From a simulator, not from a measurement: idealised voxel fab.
The process module presented herein is designated voxel ribs on slabs.
This is section cut - it's 150 nm across, gridded in 5 nm square cells.
Think of the cross-section as a grid of square cells. We describe it in bands, top to bottom, and each band covers one or more rows of those cells. Basically the band line says how high the top is and how high the bottom is, in nm, and then what's in it from left to right, every material with its width in nm. Empty space shows up as "empty", and if a single material carries "edge to edge" it runs the full band edge to edge. The level at which height equals 0 is the one under which the wafer, as it arrives, is entirely one material. No lower edge exists for the bottom band, which continues downward and is notated as in "0 down". The width entry "30->40" should be interpreted row by row: the top row of cells in the band takes the first number, the bottom row takes the second number, and the change between adjacent rows is uniform throughout. No cell of the cross-section changed in a step that is given as "everything unchanged". Closed-off voids of 8+ cells (no open route to the top) go in "Voids, fully enclosed", written width x height at distance from the left edge, in nm. Post-settings text on a step line: simulator's own remark regarding the step. overlay nm: where the mask lay relative to plan, measured to the right, on steps with a mask; negatives go left.

## Below is the list of planned process steps
1,RECEIVE: material Si
2,DIRECTIONAL_DEP: material SiO2, thk nm 20
3,DIRECTIONAL_DEP: material SiN, thk nm 25
4,PATTERN: tone cover, mask id RIB, material resist, width nm 30, thk nm 20, overlay nm 0
5,DIRECTIONAL_ETCH: etch materials SiN, depth nm 10
6,STRIP: etch materials resist
7,PATTERN: tone cover, mask id SLAB, material resist, width nm 80, thk nm 20, overlay nm 0
8,DIRECTIONAL_ETCH: etch materials SiN, depth nm 15
9,STRIP: etch materials resist
10,FILL_DEP: material SiO2, thk nm 30
11,CMP: height nm 65
12,DIRECTIONAL_DEP: material W, thk nm 5
13,MASKED_ETCH: tone cover, mask id HEATER, width nm 40, etch materials W, depth nm 5, overlay nm 0
14,CONFORMAL_DEP: material SiO2, thk nm 5

## The first wafer of two, processed as planned

## Cross-section of the wafer upon arrival, representing the state reached after step 1
* 0 down = Si edge to edge
* Voids, fully enclosed: none

## Take a look at the wafer's cross-section after step 2
* 20 to 0 = SiO2 edge to edge
* For the remainder of the cross-section, below 0, there is no change.

## Take a look at the wafer's cross-section after step 3
* 45 to 20 = SiN edge to edge
* For the remainder of the cross-section, below 20, there is no change.

## Take a look at the wafer's cross-section after step 4
* 65 to 45 = 60 of empty  30 of resist  60 of empty
* For the remainder of the cross-section, below 45, there is no change.

## Take a look at the wafer's cross-section after step 5
* 65 to 45 = 60 of empty  30 of resist  60 of empty
* 45 to 35 = 60 of empty  30 of SiN  60 of empty
* For the remainder of the cross-section, below 35, there is no change.

## Take a look at the wafer's cross-section after step 6
* 45 to 35 = 60 of empty  30 of SiN  60 of empty
* For the remainder of the cross-section, below 35, there is no change.

## Take a look at the wafer's cross-section after step 7
* 65 to 45 = 35 of empty  80 of resist  35 of empty
* 45 to 35 = 35 of empty  25 of resist  30 of SiN  25 of resist  35 of empty
* For the remainder of the cross-section, below 35, there is no change.

## Take a look at the wafer's cross-section after step 8
* 65 to 45 = 35 of empty  80 of resist  35 of empty
* 45 to 35 = 35 of empty  25 of resist  30 of SiN  25 of resist  35 of empty
* 35 to 20 = 35 of empty  80 of SiN  35 of empty
* For the remainder of the cross-section, below 20, there is no change.

## Take a look at the wafer's cross-section after step 9
* 45 to 35 = 60 of empty  30 of SiN  60 of empty
* For the remainder of the cross-section, below 35, there is no change.

## Take a look at the wafer's cross-section after step 10
* 75 to 45 = SiO2 edge to edge
* 45 to 35 = 60 of SiO2  30 of SiN  60 of SiO2
* 35 to 20 = 35 of SiO2  80 of SiN  35 of SiO2
* For the remainder of the cross-section, below 20, there is no change.

## Take a look at the wafer's cross-section after step 11
* 65 to 45 = SiO2 edge to edge
* For the remainder of the cross-section, below 45, there is no change.

## Take a look at the wafer's cross-section after step 12
* 70 to 65 = W edge to edge
* For the remainder of the cross-section, below 65, there is no change.

## Take a look at the wafer's cross-section after step 13
* 70 to 65 = 55 of empty  40 of W  55 of empty
* For the remainder of the cross-section, below 65, there is no change.

## Take a look at the wafer's cross-section after step 14
* 75 to 70 = 50 of empty  50 of SiO2  50 of empty
* 70 to 65 = 55 of SiO2  40 of W  55 of SiO2
* For the remainder of the cross-section, below 65, there is no change.

## Wafer two: like wafer one in start and plan, but with one mistake in execution; identical up to and including step 13

Second wafer: cross-section at the scheduled end of step 14: everything unchanged
The plan and the run diverged here: step 14 in the plan did not get run; it was skipped
Counted in cells at the end, the second wafer holds more or fewer of these materials than the first: SiO2 -32
